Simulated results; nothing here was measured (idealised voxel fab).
The process module presented herein is designated voxel transistor to metal.
Square cells of 5 nm make up the cross-section cut, whose width is 185 nm.
A cross-section in this document is a grid of square cells, and it is written down as bands, the top band listed before the ones below it; a band is made up of one or more rows of cells.
Quick guide to a band line: top height, bottom height (nm) up front; then every material left to right with its width in nm. Only one material and it's marked "all across"? Then it fills the band edge to edge. And "blank" just means empty space.
Height datum 0, below which the as-received substrate wafer is one material. Lowest band open at the bottom, running downward: "0 -> down".
A width given as "30->40" starts at the first number in the band's top row and ends at the second number in its bottom row, shifting by an equal amount at every step from row to row.
"nothing altered" (step): cross-section cells unchanged, all of them.
Entry "Closed void catalog". Content: empty spaces with no open connection to the top, size 8 cells or greater. Each: width x height at distance. Distance: from left edge. Unit: nm.
Text after the settings on a step's line: the simulator's own remark on that step.
overlay nm, on a step with a mask: how far to the right of its planned place the mask lay; to the left if negative
Listed below are the process steps as planned:
1) RECEIVE | material Si
2) CONFORMAL_DEP | material SiO2 | thk nm 5
3) CONFORMAL_DEP | material SiN | thk nm 15
4) PATTERN | tone cover | mask id ACTIVE | material resist | width nm 105 | thk nm 15 | overlay nm 0
5) DIRECTIONAL_ETCH | etch materials SiN | depth nm 15
6) DIRECTIONAL_ETCH | etch materials SiO2 | depth nm 5
7) DIRECTIONAL_ETCH | etch materials Si | depth nm 20
8) STRIP | etch materials resist
9) FILL_DEP | material SiO2 | thk nm 15
10) CMP | height nm 20
11) SELECTIVE_ETCH | etch materials SiO2 | depth nm 10
12) STRIP | etch materials SiN
13) SELECTIVE_ETCH | etch materials SiO2 | depth nm 5
14) OXIDIZE | depth nm 5
15) DIRECTIONAL_DEP | material polySi | thk nm 25
16) DIRECTIONAL_DEP | material SiCN | thk nm 10
17) DIRECTIONAL_DEP | material aC | thk nm 15
18) PATTERN | tone cover | mask id GATE | material resist | width nm 25 | thk nm 30 | overlay nm 0
19) DIRECTIONAL_ETCH | etch materials aC | depth nm 15
20) STRIP | etch materials resist
21) DIRECTIONAL_ETCH | etch materials SiCN | depth nm 20
22) DIRECTIONAL_ETCH | etch materials polySi | depth nm 35
23) STRIP | etch materials aC
24) CONFORMAL_DEP | material SiO2 | thk nm 5
25) DIRECTIONAL_ETCH | etch materials SiO2 | depth nm 5
26) CONFORMAL_DEP | material SiN | thk nm 5
27) DIRECTIONAL_ETCH | etch materials SiN | depth nm 5
28) DIRECTIONAL_ETCH | etch materials SiO2 | depth nm 5
29) DIRECTIONAL_ETCH | etch materials Si | depth nm 5
30) EPI | material nSi | thk nm 10
31) FILL_DEP | material SiO2 | thk nm 5
32) CMP | height nm 25
33) STRIP | etch materials polySi
34) SELECTIVE_ETCH | etch materials SiO2 | depth nm 5
35) CONFORMAL_DEP | material HfO2 | thk nm 5
36) CONFORMAL_DEP | material TiN | thk nm 5
37) FILL_DEP | material W | thk nm 10
38) CMP | height nm 20
39) DIRECTIONAL_DEP | material SiO2 | thk nm 15
40) MASKED_ETCH | tone open | mask id CONTACT | width nm 15 | pitch nm 70 | etch materials SiO2 | depth nm 35 | overlay nm 0
41) CONFORMAL_DEP | material TiN | thk nm 5
42) FILL_DEP | material Ru | thk nm 10
43) CMP | height nm 35
44) CONFORMAL_DEP | material SiCN | thk nm 5
45) DIRECTIONAL_DEP | material lowk | thk nm 20
46) MASKED_ETCH | tone open | mask id METAL_1 | width nm 15 | pitch nm 70 | etch materials lowk | depth nm 20 | overlay nm 0
47) MASKED_ETCH | tone open | mask id METAL_1 | width nm 15 | pitch nm 70 | etch materials SiCN | depth nm 5 | overlay nm 0
48) CONFORMAL_DEP | material TiN | thk nm 5
49) FILL_DEP | material Cu | thk nm 5
50) CMP | height nm 60
51) EPI | material Ru | thk nm 5
52) FILL_DEP | material SiCN | thk nm 5
53) DIRECTIONAL_DEP | material SiO2 | thk nm 30
54) PATTERN | tone open | mask id METAL_2 | material resist | width nm 15 | pitch nm 70 | thk nm 15 | overlay nm 0
55) DIRECTIONAL_ETCH | etch materials SiO2 | depth nm 20
56) STRIP | etch materials resist
57) MASKED_ETCH | tone open | mask id METAL_2_HOLES | width nm 15 | pitch nm 70 | etch materials SiO2 | depth nm 10 | overlay nm 0
58) MASKED_ETCH | tone open | mask id METAL_2_HOLES | width nm 15 | pitch nm 70 | etch materials SiCN | depth nm 5 | overlay nm 0
59) CONFORMAL_DEP | material TiN | thk nm 5
60) FILL_DEP | material Ru | thk nm 5
61) CMP | height nm 100
62) CONFORMAL_DEP | material SiCN | thk nm 5
Received-state cross-section, reflecting completion of step 1:
    0 -> down = Si all across
    Closed void catalog: none
Module complete - cross-section of the first of two wafers, run according to plan:
    105 -> 100 = SiCN all across
    100 -> 70 = SiO2 (50) / TiN (5) / Ru (5) / TiN (5) / SiO2 (55) / TiN (5) / Ru (5) / TiN (5) / SiO2 (50)
    70 -> 65 = SiCN (50) / TiN (15) / SiCN (55) / TiN (15) / SiCN (50)
    65 -> 60 = SiCN (45) / Ru (25) / SiCN (45) / Ru (25) / SiCN (45)
    60 -> 40 = lowk (50) / TiN (5) / Cu (5) / TiN (5) / lowk (55) / TiN (5) / Cu (5) / TiN (5) / lowk (50)
    40 -> 35 = SiCN (50) / TiN (15) / SiCN (55) / TiN (15) / SiCN (50)
    35 -> 20 = SiO2 (50) / TiN (5) / Ru (5) / TiN (5) / SiO2 (55) / TiN (5) / Ru (5) / TiN (5) / SiO2 (50)
    20 -> 10 = SiO2 (50) / TiN (5) / Ru (5) / TiN (5) / SiO2 (5) / SiN (5) / HfO2 (5) / TiN (5) / W (15) / TiN (5) / HfO2 (5) / SiN (5) / SiO2 (5) / TiN (5) / Ru (5) / TiN (5) / SiO2 (50)
    10 -> 5 = SiO2 (50) / TiN (15) / SiO2 (5) / SiN (5) / HfO2 (5) / TiN (5) / W (15) / TiN (5) / HfO2 (5) / SiN (5) / SiO2 (5) / TiN (15) / SiO2 (50)
    5 -> 0 = SiO2 (40) / SiN (5) / nSi (10) / TiN (5) / nSi (10) / SiN (5) / HfO2 (5) / TiN (25) / HfO2 (5) / SiN (5) / nSi (10) / TiN (5) / nSi (10) / SiN (5) / SiO2 (40)
    0 -> -5 = SiO2 (45) / nSi (25) / SiO2 (5) / HfO2 (35) / SiO2 (5) / nSi (25) / SiO2 (45)
    -5 -> -10 = SiO2 (40) / Si (5) / nSi (25) / Si (45) / nSi (25) / Si (5) / SiO2 (40)
    -10 -> -20 = SiO2 (40) / Si (105) / SiO2 (40)
    -20 -> down = Si all across
    Closed void catalog: none
So this is wafer number two of the two, cut at the end of the module - it started where the first did and had the same plan, we just got one thing wrong running it:
    105 -> 100 = SiCN all across
    100 -> 70 = SiO2 (50) / TiN (5) / Ru (5) / TiN (5) / SiO2 (55) / TiN (5) / Ru (5) / TiN (5) / SiO2 (50)
    70 -> 65 = SiCN (50) / TiN (15) / SiCN (55) / TiN (15) / SiCN (50)
    65 -> 60 = SiCN (45) / Ru (25) / SiCN (45) / Ru (25) / SiCN (45)
    60 -> 40 = lowk (50) / TiN (5) / Cu (5) / TiN (5) / lowk (55) / TiN (5) / Cu (5) / TiN (5) / lowk (50)
    40 -> 35 = SiCN (50) / TiN (15) / SiCN (55) / TiN (15) / SiCN (50)
    35 -> 25 = SiO2 (50) / TiN (5) / Ru (5) / TiN (5) / SiO2 (55) / TiN (5) / Ru (5) / TiN (5) / SiO2 (50)
    25 -> 20 = SiO2 (50) / TiN (15) / SiO2 (55) / TiN (15) / SiO2 (50)
    20 -> 5 = SiO2 (40) / SiN (105) / SiO2 (40)
    5 -> 0 = SiO2 all across
    0 -> -20 = SiO2 (40) / Si (105) / SiO2 (40)
    -20 -> down = Si all across
    Closed void catalog: none
Diagnosis: heads up, step 10 of the plan was skipped and never actually ran
Final tally in cells, some materials are higher or lower on the second wafer than on the first: HfO2 -15 | Ru -6 | Si +31 | SiN +53 | SiO2 -1 | TiN -25 | W -9 | nSi -28
